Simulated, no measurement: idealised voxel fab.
Process module heading - voxel air gaps
Square cells of 5 nm make up the cross-section cut, whose width is 185 nm.
Just so we're on the same page, the cross-sections are grids of square cells, and they're listed out in bands top to bottom, each band one or more rows deep. The band entry comprises the height of the band's top followed by the height of its bottom, expressed in nm, and subsequently the band's materials from left to right, each stated together with its width in nm. Where a single material is marked with the word "everywhere", that material fills the band from edge to edge. The word "blank" represents empty space. Ref level 0: as-received wafer is one material below here. Bottom band extends down with no lower bound ("0 nm and below"). A width given as "30 to 40" starts at the first number in the band's top row and ends at the second number in its bottom row, shifting by an equal amount at every step from row to row. "everything unchanged" means the step left every cell of the cross-section as it was. This entry, "Sealed void list", enumerates those empty regions of no fewer than 8 cells that possess no open connection to the top. Each region is reported in the form width x height at distance, the distance being taken from the left edge, with all three quantities expressed in nm. It should be noted that, on the line of a given step, the content following the step's settings is a remark produced by the simulator itself with respect to that step. A step's line can hold "overlay nm"; with a mask on that step, the setting says how far right of the planned place the mask lay, while a negative setting says it lay to the left. Layout of what follows: cross-section pairs, each bracketing one process step, the after cross-section shown only to the lowest band that changed, the step between and its settings noted under each pair. Pairs may originate in different runs of this module on the same starting wafer; a pair continues from the pair above only where its entry headed "Status before step" says so.

Status before step
	70 nm to 60 nm | 25 nm blank, then 40 nm Ru, then 10 nm blank, then 40 nm Ru, then 10 nm blank, then 40 nm Ru, then 20 nm blank
	60 nm to 25 nm | 35 nm SiO2, then 5 nm TiN, then 10 nm W, then 5 nm TiN, then 30 nm SiO2, then 5 nm TiN, then 10 nm W, then 5 nm TiN, then 30 nm SiO2, then 5 nm TiN, then 10 nm W, then 5 nm TiN, then 30 nm SiO2
	25 nm to 20 nm | 35 nm SiO2, then 20 nm TiN, then 30 nm SiO2, then 20 nm TiN, then 30 nm SiO2, then 20 nm TiN, then 30 nm SiO2
	20 nm to 15 nm | SiN everywhere
	15 nm to 0 nm | SiO2 everywhere
	0 nm and below | Si everywhere
	Sealed void list: none

After the Step
	70 nm to 60 nm | 25 nm blank, then 40 nm Ru, then 10 nm blank, then 40 nm Ru, then 10 nm blank, then 40 nm Ru, then 20 nm blank
	60 nm to 25 nm | 35 nm blank, then 5 nm TiN, then 10 nm W, then 5 nm TiN, then 30 nm blank, then 5 nm TiN, then 10 nm W, then 5 nm TiN, then 30 nm blank, then 5 nm TiN, then 10 nm W, then 5 nm TiN, then 30 nm blank
	25 nm to 20 nm | 35 nm blank, then 20 nm TiN, then 30 nm blank, then 20 nm TiN, then 30 nm blank, then 20 nm TiN, then 30 nm blank
	Unchanged below 20.
	Sealed void list: none
Transition step, before and after shown above: SELECTIVE_ETCH | etch materials SiO2 | depth nm 50

Status before step: carried over from the after image of the pair right above.

After the Step
	75 nm to 70 nm | 20 nm blank, then 150 nm SiCN, then 15 nm blank
	70 nm to 60 nm | 20 nm blank, then 5 nm SiCN, then 40 nm Ru, then 10 nm SiCN, then 40 nm Ru, then 10 nm SiCN, then 40 nm Ru, then 5 nm SiCN, then 15 nm blank
	60 nm to 55 nm | 20 nm blank, then 15 nm SiCN, then 5 nm TiN, then 10 nm W, then 5 nm TiN, then 30 nm SiCN, then 5 nm TiN, then 10 nm W, then 5 nm TiN, then 30 nm SiCN, then 5 nm TiN, then 10 nm W, then 5 nm TiN, then 15 nm SiCN, then 15 nm blank
	55 nm to 25 nm | 30 nm blank, then 5 nm SiCN, then 5 nm TiN, then 10 nm W, then 5 nm TiN, then 5 nm SiCN, then 20 nm blank, then 5 nm SiCN, then 5 nm TiN, then 10 nm W, then 5 nm TiN, then 5 nm SiCN, then 20 nm blank, then 5 nm SiCN, then 5 nm TiN, then 10 nm W, then 5 nm TiN, then 5 nm SiCN, then 25 nm blank
	25 nm to 20 nm | 35 nm SiCN, then 20 nm TiN, then 30 nm SiCN, then 20 nm TiN, then 30 nm SiCN, then 20 nm TiN, then 30 nm SiCN
	Unchanged below 20.
	Sealed void list: 20 x 30 at 60; 20 x 30 at 110
Transition step, before and after shown above: CONFORMAL_DEP | material SiCN | thk nm 5

Status before step
	60 nm to 20 nm | SiO2 everywhere
	20 nm to 15 nm | SiN everywhere
	15 nm to 0 nm | SiO2 everywhere
	0 nm and below | Si everywhere
	Sealed void list: none

After the Step
	75 nm to 60 nm | 35 nm resist, then 25 nm blank, then 25 nm resist, then 25 nm blank, then 25 nm resist, then 25 nm blank, then 25 nm resist
	Unchanged below 60.
	Sealed void list: none
Transition step, before and after shown above: PATTERN | tone open | mask id LINES | material resist | width nm 25 | pitch nm 50 | thk nm 15 | overlay nm 5

Status before step: carried over from the after image of the pair right above.

After the Step
	75 nm to 60 nm | 35 nm resist, then 25 nm blank, then 25 nm resist, then 25 nm blank, then 25 nm resist, then 25 nm blank, then 25 nm resist
	60 nm to 20 nm | 35 nm SiO2, then 25 nm blank, then 25 nm SiO2, then 25 nm blank, then 25 nm SiO2, then 25 nm blank, then 25 nm SiO2
	Unchanged below 20.
	Sealed void list: none
Transition step, before and after shown above: DIRECTIONAL_ETCH | etch materials SiO2 | depth nm 40

Status before step: carried over from the after image of the pair right above.

After the Step
	60 nm to 20 nm | 35 nm SiO2, then 25 nm blank, then 25 nm SiO2, then 25 nm blank, then 25 nm SiO2, then 25 nm blank, then 25 nm SiO2
	Unchanged below 20.
	Sealed void list: none
Transition step, before and after shown above: STRIP | etch materials resist

Status before step: carried over from the after image of the pair right above.

After the Step
	65 nm to 60 nm | 40 nm TiN, then 15 nm blank, then 35 nm TiN, then 15 nm blank, then 35 nm TiN, then 15 nm blank, then 30 nm TiN
	60 nm to 25 nm | 35 nm SiO2, then 5 nm TiN, then 15 nm blank, then 5 nm TiN, then 25 nm SiO2, then 5 nm TiN, then 15 nm blank, then 5 nm TiN, then 25 nm SiO2, then 5 nm TiN, then 15 nm blank, then 5 nm TiN, then 25 nm SiO2
	25 nm to 20 nm | 35 nm SiO2, then 25 nm TiN, then 25 nm SiO2, then 25 nm TiN, then 25 nm SiO2, then 25 nm TiN, then 25 nm SiO2
	Unchanged below 20.
	Sealed void list: none
Transition step, before and after shown above: CONFORMAL_DEP | material TiN | thk nm 5

Status before step: carried over from the after image of the pair right above.

After the Step
	75 nm to 65 nm | W everywhere
	65 nm to 60 nm | 40 nm TiN, then 15 nm W, then 35 nm TiN, then 15 nm W, then 35 nm TiN, then 15 nm W, then 30 nm TiN
	60 nm to 25 nm | 35 nm SiO2, then 5 nm TiN, then 15 nm W, then 5 nm TiN, then 25 nm SiO2, then 5 nm TiN, then 15 nm W, then 5 nm TiN, then 25 nm SiO2, then 5 nm TiN, then 15 nm W, then 5 nm TiN, then 25 nm SiO2
	Unchanged below 25.
	Sealed void list: none
Transition step, before and after shown above: FILL_DEP | material W | thk nm 10

Status before step: carried over from the after image of the pair right above.

After the Step
	60 nm to 25 nm | 35 nm SiO2, then 5 nm TiN, then 15 nm W, then 5 nm TiN, then 25 nm SiO2, then 5 nm TiN, then 15 nm W, then 5 nm TiN, then 25 nm SiO2, then 5 nm TiN, then 15 nm W, then 5 nm TiN, then 25 nm SiO2
	Unchanged below 25.
	Sealed void list: none
Transition step, before and after shown above: CMP | height nm 60

Status before step: carried over from the after image of the pair right above.

After the Step
	70 nm to 60 nm | 25 nm blank, then 45 nm Ru, then 5 nm blank, then 45 nm Ru, then 5 nm blank, then 45 nm Ru, then 15 nm blank
	Unchanged below 60.
	Sealed void list: none
Transition step, before and after shown above: EPI | material Ru | thk nm 10

Status before step: carried over from the after image of the pair right above.

After the Step
	70 nm to 60 nm | 25 nm blank, then 45 nm Ru, then 5 nm blank, then 45 nm Ru, then 5 nm blank, then 45 nm Ru, then 15 nm blank
	60 nm to 25 nm | 35 nm blank, then 5 nm TiN, then 15 nm W, then 5 nm TiN, then 25 nm blank, then 5 nm TiN, then 15 nm W, then 5 nm TiN, then 25 nm blank, then 5 nm TiN, then 15 nm W, then 5 nm TiN, then 25 nm blank
	25 nm to 20 nm | 35 nm blank, then 25 nm TiN, then 25 nm blank, then 25 nm TiN, then 25 nm blank, then 25 nm TiN, then 25 nm blank
	Unchanged below 20.
	Sealed void list: none
Transition step, before and after shown above: SELECTIVE_ETCH | etch materials SiO2 | depth nm 50

Status before step: carried over from the after image of the pair right above.

After the Step
	75 nm to 70 nm | 20 nm blank, then 155 nm SiCN, then 10 nm blank
	70 nm to 60 nm | 20 nm blank, then 5 nm SiCN, then 45 nm Ru, then 5 nm SiCN, then 45 nm Ru, then 5 nm SiCN, then 45 nm Ru, then 5 nm SiCN, then 10 nm blank
	60 nm to 55 nm | 20 nm blank, then 15 nm SiCN, then 5 nm TiN, then 15 nm W, then 5 nm TiN, then 25 nm SiCN, then 5 nm TiN, then 15 nm W, then 5 nm TiN, then 25 nm SiCN, then 5 nm TiN, then 15 nm W, then 5 nm TiN, then 15 nm SiCN, then 10 nm blank
	55 nm to 25 nm | 30 nm blank, then 5 nm SiCN, then 5 nm TiN, then 15 nm W, then 5 nm TiN, then 5 nm SiCN, then 15 nm blank, then 5 nm SiCN, then 5 nm TiN, then 15 nm W, then 5 nm TiN, then 5 nm SiCN, then 15 nm blank, then 5 nm SiCN, then 5 nm TiN, then 15 nm W, then 5 nm TiN, then 5 nm SiCN, then 20 nm blank
	25 nm to 20 nm | 35 nm SiCN, then 25 nm TiN, then 25 nm SiCN, then 25 nm TiN, then 25 nm SiCN, then 25 nm TiN, then 25 nm SiCN
	Unchanged below 20.
	Sealed void list: 15 x 30 at 65; 15 x 30 at 115
Transition step, before and after shown above: CONFORMAL_DEP | material SiCN | thk nm 5

Status before step
	70 nm to 60 nm | 20 nm blank, then 45 nm Ru, then 5 nm blank, then 45 nm Ru, then 5 nm blank, then 45 nm Ru, then 20 nm blank
	60 nm to 25 nm | 30 nm blank, then 5 nm TiN, then 15 nm W, then 5 nm TiN, then 25 nm blank, then 5 nm TiN, then 15 nm W, then 5 nm TiN, then 25 nm blank, then 5 nm TiN, then 15 nm W, then 5 nm TiN, then 30 nm blank
	25 nm to 20 nm | 30 nm blank, then 25 nm TiN, then 25 nm blank, then 25 nm TiN, then 25 nm blank, then 25 nm TiN, then 30 nm blank
	20 nm to 15 nm | SiN everywhere
	15 nm to 0 nm | SiO2 everywhere
	0 nm and below | Si everywhere
	Sealed void list: none

After the Step
	75 nm to 70 nm | 15 nm blank, then 155 nm TiN, then 15 nm blank
	70 nm to 60 nm | 15 nm blank, then 5 nm TiN, then 45 nm Ru, then 5 nm TiN, then 45 nm Ru, then 5 nm TiN, then 45 nm Ru, then 5 nm TiN, then 15 nm blank
	60 nm to 55 nm | 15 nm blank, then 20 nm TiN, then 15 nm W, then 35 nm TiN, then 15 nm W, then 35 nm TiN, then 15 nm W, then 20 nm TiN, then 15 nm blank
	55 nm to 25 nm | 25 nm blank, then 10 nm TiN, then 15 nm W, then 10 nm TiN, then 15 nm blank, then 10 nm TiN, then 15 nm W, then 10 nm TiN, then 15 nm blank, then 10 nm TiN, then 15 nm W, then 10 nm TiN, then 25 nm blank
	25 nm to 20 nm | TiN everywhere
	Unchanged below 20.
	Sealed void list: 15 x 30 at 60; 15 x 30 at 110
Transition step, before and after shown above: CONFORMAL_DEP | material TiN | thk nm 5

Status before step
	60 nm to 20 nm | SiO2 everywhere
	20 nm to 15 nm | SiN everywhere
	15 nm to 0 nm | SiO2 everywhere
	0 nm and below | Si everywhere
	Sealed void list: none

After the Step
	75 nm to 60 nm | 30 nm blank, then 25 nm resist, then 25 nm blank, then 25 nm resist, then 25 nm blank, then 25 nm resist, then 30 nm blank
	Unchanged below 60.
	Sealed void list: none
Transition step, before and after shown above: PATTERN | tone cover | mask id LINES | material resist | width nm 25 | pitch nm 50 | thk nm 15 | overlay nm 0

Status before step: carried over from the after image of the pair right above.

After the Step
	75 nm to 60 nm | 30 nm blank, then 25 nm resist, then 25 nm blank, then 25 nm resist, then 25 nm blank, then 25 nm resist, then 30 nm blank
	60 nm to 20 nm | 30 nm blank, then 25 nm SiO2, then 25 nm blank, then 25 nm SiO2, then 25 nm blank, then 25 nm SiO2, then 30 nm blank
	Unchanged below 20.
	Sealed void list: none
Transition step, before and after shown above: DIRECTIONAL_ETCH | etch materials SiO2 | depth nm 40

Status before step: carried over from the after image of the pair right above.

After the Step
	60 nm to 20 nm | 30 nm blank, then 25 nm SiO2, then 25 nm blank, then 25 nm SiO2, then 25 nm blank, then 25 nm SiO2, then 30 nm blank
	Unchanged below 20.
	Sealed void list: none
Transition step, before and after shown above: STRIP | etch materials resist

Status before step: carried over from the after image of the pair right above.

After the Step
	65 nm to 60 nm | 25 nm blank, then 35 nm TiN, then 15 nm blank, then 35 nm TiN, then 15 nm blank, then 35 nm TiN, then 25 nm blank
	60 nm to 25 nm | 25 nm blank, then 5 nm TiN, then 25 nm SiO2, then 5 nm TiN, then 15 nm blank, then 5 nm TiN, then 25 nm SiO2, then 5 nm TiN, then 15 nm blank, then 5 nm TiN, then 25 nm SiO2, then 5 nm TiN, then 25 nm blank
	25 nm to 20 nm | 30 nm TiN, then 25 nm SiO2, then 25 nm TiN, then 25 nm SiO2, then 25 nm TiN, then 25 nm SiO2, then 30 nm TiN
	Unchanged below 20.
	Sealed void list: none
Transition step, before and after shown above: CONFORMAL_DEP | material TiN | thk nm 5

Status before step: carried over from the after image of the pair right above.

After the Step
	75 nm to 65 nm | W everywhere
	65 nm to 60 nm | 25 nm W, then 35 nm TiN, then 15 nm W, then 35 nm TiN, then 15 nm W, then 35 nm TiN, then 25 nm W
	60 nm to 25 nm | 25 nm W, then 5 nm TiN, then 25 nm SiO2, then 5 nm TiN, then 15 nm W, then 5 nm TiN, then 25 nm SiO2, then 5 nm TiN, then 15 nm W, then 5 nm TiN, then 25 nm SiO2, then 5 nm TiN, then 25 nm W
	Unchanged below 25.
	Sealed void list: none
Transition step, before and after shown above: FILL_DEP | material W | thk nm 10

Status before step: carried over from the after image of the pair right above.

After the Step
	60 nm to 25 nm | 25 nm W, then 5 nm TiN, then 25 nm SiO2, then 5 nm TiN, then 15 nm W, then 5 nm TiN, then 25 nm SiO2, then 5 nm TiN, then 15 nm W, then 5 nm TiN, then 25 nm SiO2, then 5 nm TiN, then 25 nm W
	Unchanged below 25.
	Sealed void list: none
Transition step, before and after shown above: CMP | height nm 60

Status before step: carried over from the after image of the pair right above.

After the Step
	70 nm to 60 nm | 40 nm Ru, then 5 nm blank, then 45 nm Ru, then 5 nm blank, then 45 nm Ru, then 5 nm blank, then 40 nm Ru
	Unchanged below 60.
	Sealed void list: none
Transition step, before and after shown above: EPI | material Ru | thk nm 10

Status before step: carried over from the after image of the pair right above.

After the Step
	70 nm to 60 nm | 40 nm Ru, then 5 nm blank, then 45 nm Ru, then 5 nm blank, then 45 nm Ru, then 5 nm blank, then 40 nm Ru
	60 nm to 25 nm | 25 nm W, then 5 nm TiN, then 25 nm blank, then 5 nm TiN, then 15 nm W, then 5 nm TiN, then 25 nm blank, then 5 nm TiN, then 15 nm W, then 5 nm TiN, then 25 nm blank, then 5 nm TiN, then 25 nm W
	25 nm to 20 nm | 30 nm TiN, then 25 nm blank, then 25 nm TiN, then 25 nm blank, then 25 nm TiN, then 25 nm blank, then 30 nm TiN
	Unchanged below 20.
	Sealed void list: none
Transition step, before and after shown above: SELECTIVE_ETCH | etch materials SiO2 | depth nm 50

Status before step: carried over from the after image of the pair right above.

After the Step
	75 nm to 70 nm | SiCN everywhere
	70 nm to 60 nm | 40 nm Ru, then 5 nm SiCN, then 45 nm Ru, then 5 nm SiCN, then 45 nm Ru, then 5 nm SiCN, then 40 nm Ru
	60 nm to 55 nm | 25 nm W, then 5 nm TiN, then 25 nm SiCN, then 5 nm TiN, then 15 nm W, then 5 nm TiN, then 25 nm SiCN, then 5 nm TiN, then 15 nm W, then 5 nm TiN, then 25 nm SiCN, then 5 nm TiN, then 25 nm W
	55 nm to 25 nm | 25 nm W, then 5 nm TiN, then 5 nm SiCN, then 15 nm blank, then 5 nm SiCN, then 5 nm TiN, then 15 nm W, then 5 nm TiN, then 5 nm SiCN, then 15 nm blank, then 5 nm SiCN, then 5 nm TiN, then 15 nm W, then 5 nm TiN, then 5 nm SiCN, then 15 nm blank, then 5 nm SiCN, then 5 nm TiN, then 25 nm W
	25 nm to 20 nm | 30 nm TiN, then 25 nm SiCN, then 25 nm TiN, then 25 nm SiCN, then 25 nm TiN, then 25 nm SiCN, then 30 nm TiN
	Unchanged below 20.
	Sealed void list: 15 x 30 at 35; 15 x 30 at 85; 15 x 30 at 135
Transition step, before and after shown above: CONFORMAL_DEP | material SiCN | thk nm 5
